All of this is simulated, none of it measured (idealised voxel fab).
Module name: voxel fin reveal (process module)
Square cell edge 5 nm, section width 275 nm, ID cut.
For the purposes of this document, a cross-section shall be understood as a grid of square cells, specified as bands listed in top-to-bottom order, each band consisting of one or more rows of cells.
It is stipulated that each band's entry specify, in nanometres, the height of the top of the band and then that of its bottom, followed by the materials of the band in left-to-right sequence, each together with its width in nanometres. A single material marked by the word "throughout" is understood to fill the band from edge to edge; the word "blank" is understood to denote empty space.
A quick word on heights: they are counted from 0, and under that level the wafer as it came to us is one material throughout. The lowest band is different from the rest in having no bottom; it simply continues downward, written as in "0..down".
Quick explanation for "30->40": the width changes in equal steps down the rows of cells, from the first number in the band's top row to the second number in its bottom row.
"nothing changed" after a step means that no cell of the cross-section changed.
Under "Enclosed internal voids" you'll find the enclosed gaps, the ones with no way out to the top, that are 8 cells or bigger; each reads width x height at distance, with distance counted from the left edge, everything in nm.
after a step's settings: what the simulator itself notes on the step
The "overlay nm" setting may appear on a step's line; for a step that uses a mask, it gives how far to the right of its planned position the mask lay, and a negative value indicates the left.

**Steps planned for the process**
| 1 | RECEIVE | material Si |
| 2 | CONFORMAL_DEP | material SiN | thk nm 10 |
| 3 | PATTERN | tone cover | mask id FINS | material resist | width nm 15 | pitch nm 35 | thk nm 20 | overlay nm 0 |
| 4 | DIRECTIONAL_ETCH | etch materials SiN | depth nm 10 |
| 5 | DIRECTIONAL_ETCH | etch materials Si | depth nm 40 |
| 6 | STRIP | etch materials resist |
| 7 | OXIDIZE | depth nm 5 |
| 8 | FILL_DEP | material SiO2 | thk nm 15 |
| 9 | CMP | height nm 10 |
| 10 | SELECTIVE_ETCH | etch materials SiO2 | depth nm 25 |
| 11 | STRIP | etch materials SiN |
| 12 | CONFORMAL_DEP | material HfO2 | thk nm 5 |

**The cross-section here shows the wafer as received, i.e. in its state after step 1**
  0..down | Si throughout
  Enclosed internal voids: none

**One mistake in running the module, otherwise start and plan as above: cross-section at the end**
  5..0 | blank (110)  HfO2 (15)  blank (20)  HfO2 (15)  blank (115)
  0..-35 | blank (110)  HfO2 (5)  Si (5)  HfO2 (5)  blank (20)  HfO2 (5)  Si (5)  HfO2 (5)  blank (115)
  -35..-40 | HfO2 (115)  Si (5)  HfO2 (30)  Si (5)  HfO2 (120)
  -40..-45 | SiO2 (115)  Si (5)  SiO2 (30)  Si (5)  SiO2 (120)
  -45..down | Si throughout
  Enclosed internal voids: none
So what did we get wrong on this run? execution of plan step 10 occurred twice
